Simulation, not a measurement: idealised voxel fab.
This is a process module. Its name is voxel tone inversion.
In the cross-section labelled cut, the width is 255 nm and each square cell is 5 nm.
Cross-sections here: square-cell grids, written as top-down lists of bands, a band being one or more rows of cells. Band: top and bottom heights (nm) first, top before bottom; then materials from left to right, widths in nm. "edge to edge" marks a sole material filling the band edge to edge. "empty" denotes empty space. Heights are reckoned from 0. Under this level, the received wafer is all of one material. The bottommost band is open-ended downward, for example "0 -> down". The expression "30->40" gives the width at the extremes of the band, the first number at its top row of cells and the second at its bottom row, with the width changing by equal amounts from each row to the next in between. Reading "left unchanged" for a step: not a cell of the cross-section changed in it. "Enclosed void list": empty spaces of 8 cells or more with no open way to the top, each given as width x height at distance, distance from the left edge, all in nm. Where a step's line continues beyond its settings, the continuation is a remark by the simulator itself on that step. A step line may carry the setting "overlay nm", which, for steps involving a mask, states the distance by which the mask lay to the right of its intended position; negative values denote displacement to the left.
-- Set out below are the planned steps of the process
1 RECEIVE | material Si
2 CONFORMAL_DEP | material SiN | thk nm 5
3 DIRECTIONAL_DEP | material aC | thk nm 20
4 PATTERN | tone cover | mask id POSTS | material resist | width nm 20 | pitch nm 35 | thk nm 30 | overlay nm 0
5 DIRECTIONAL_ETCH | etch materials aC | depth nm 20
6 STRIP | etch materials resist
7 FILL_DEP | material SiO2 | thk nm 5
8 CMP | height nm 25
9 STRIP | etch materials aC
10 CONFORMAL_DEP | material TiN | thk nm 5
11 FILL_DEP | material W | thk nm 5
12 CMP | height nm 25
13 CONFORMAL_DEP | material SiN | thk nm 5
-- So this is the incoming wafer in cross-section - it's already been through step 1
    0 -> down: Si edge to edge
    Enclosed void list: none
-- As-planned run: cross-section of the first of two wafers at end of module
    30 -> 25: SiN edge to edge
    25 -> 10: 80 SiO2 / 5 TiN / 10 W / 5 TiN / 15 SiO2 / 5 TiN / 10 W / 5 TiN / 15 SiO2 / 5 TiN / 10 W / 5 TiN / 85 SiO2
    10 -> 5: 80 SiO2 / 20 TiN / 15 SiO2 / 20 TiN / 15 SiO2 / 20 TiN / 85 SiO2
    5 -> 0: SiN edge to edge
    0 -> down: Si edge to edge
    Enclosed void list: none
-- Same start, same plan as the first wafer - but one mistake in the run. Cross-section of the second of the two at the end of the module
    30 -> 25: SiN edge to edge
    25 -> 20: 85 TiN / 10 W / 25 TiN / 10 W / 25 TiN / 10 W / 90 TiN
    20 -> 10: 80 SiO2 / 5 TiN / 10 W / 5 TiN / 15 SiO2 / 5 TiN / 10 W / 5 TiN / 15 SiO2 / 5 TiN / 10 W / 5 TiN / 85 SiO2
    10 -> 5: 80 SiO2 / 20 TiN / 15 SiO2 / 20 TiN / 15 SiO2 / 20 TiN / 85 SiO2
    5 -> 0: SiN edge to edge
    0 -> down: Si edge to edge
    Enclosed void list: none
Nonconformance to the process plan: step 8 deviated from plan and actually ran as CMP | height nm 20
Bottom line after processing is that, in cells, the second wafer is up or down on some materials versus the first: -39 SiO2, +39 TiN
